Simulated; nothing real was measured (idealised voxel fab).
Presented below is a process module, voxel trench capacitor.
The width of the displayed cross-section, cut, is 260 nm; its cells are square, with a size of 5 nm.
Cross-section layout: square cells on a grid; listed as bands, top to bottom; a band spans one or more cell rows. Top, bottom (nm), then materials left to right with widths (nm); lone material tagged "edge to edge" fills the whole band edge to edge; "air" = empty space. Heights from 0 (as-received wafer is one material below). Bottom band endless downward, as "0..down". So if you see something like "30..40" for the width, read it as the top row of the band sitting at the first number and the bottom row at the second, with every row in between moving by the same amount as the last. The cross-section has no changed cell in any step marked "all unchanged". "Catalogued sealed voids": sealed empty spaces, 8 cells or more, no open way to top, listed width x height at distance, with distance from the left edge and width, height and distance in nm. The remark found on a step's line after its settings is issued by the simulator itself and pertains to that step. Each step line may optionally specify "overlay nm", which for a step with a mask gives the rightward distance between the mask's planned place and where it lay, a negative value indicating the leftward direction.

Planned process steps:
1 RECEIVE [material Si]
2 CONFORMAL_DEP [material SiN] [thk nm 10]
3 PATTERN [tone open] [mask id TRENCH] [material resist] [width nm 15] [pitch nm 45] [thk nm 15] [overlay nm 0]
4 DIRECTIONAL_ETCH [etch materials SiN] [depth nm 10]
5 DIRECTIONAL_ETCH [etch materials Si] [depth nm 40]
6 STRIP [etch materials resist]
7 CONFORMAL_DEP [material Al2O3] [thk nm 5]
8 CONFORMAL_DEP [material TiN] [thk nm 5]
9 FILL_DEP [material W] [thk nm 5]
10 CMP [height nm 10]
Wafer-to-wafer difference: width nm, step 3. Common start. Plan = first wafer's value.

As-received cross-section, first of several wafers, post step 1:
0..down  Si edge to edge
Catalogued sealed voids: none

Per wafer (row), end of module: delta in cells per material since receipt, (+) for gained, (-) for lost; closed voids after that:
width nm 15; +84 Al2O3; -96 Si; +80 SiN; +36 TiN; Catalogued sealed voids: none
width nm 20; +88 Al2O3; -128 Si; +72 SiN; +72 TiN; Catalogued sealed voids: none
width nm 25; +92 Al2O3; -160 Si; +64 SiN; +76 TiN; +32 W; Catalogued sealed voids: none
width nm 30; +96 Al2O3; -192 Si; +56 SiN; +80 TiN; +64 W; Catalogued sealed voids: none
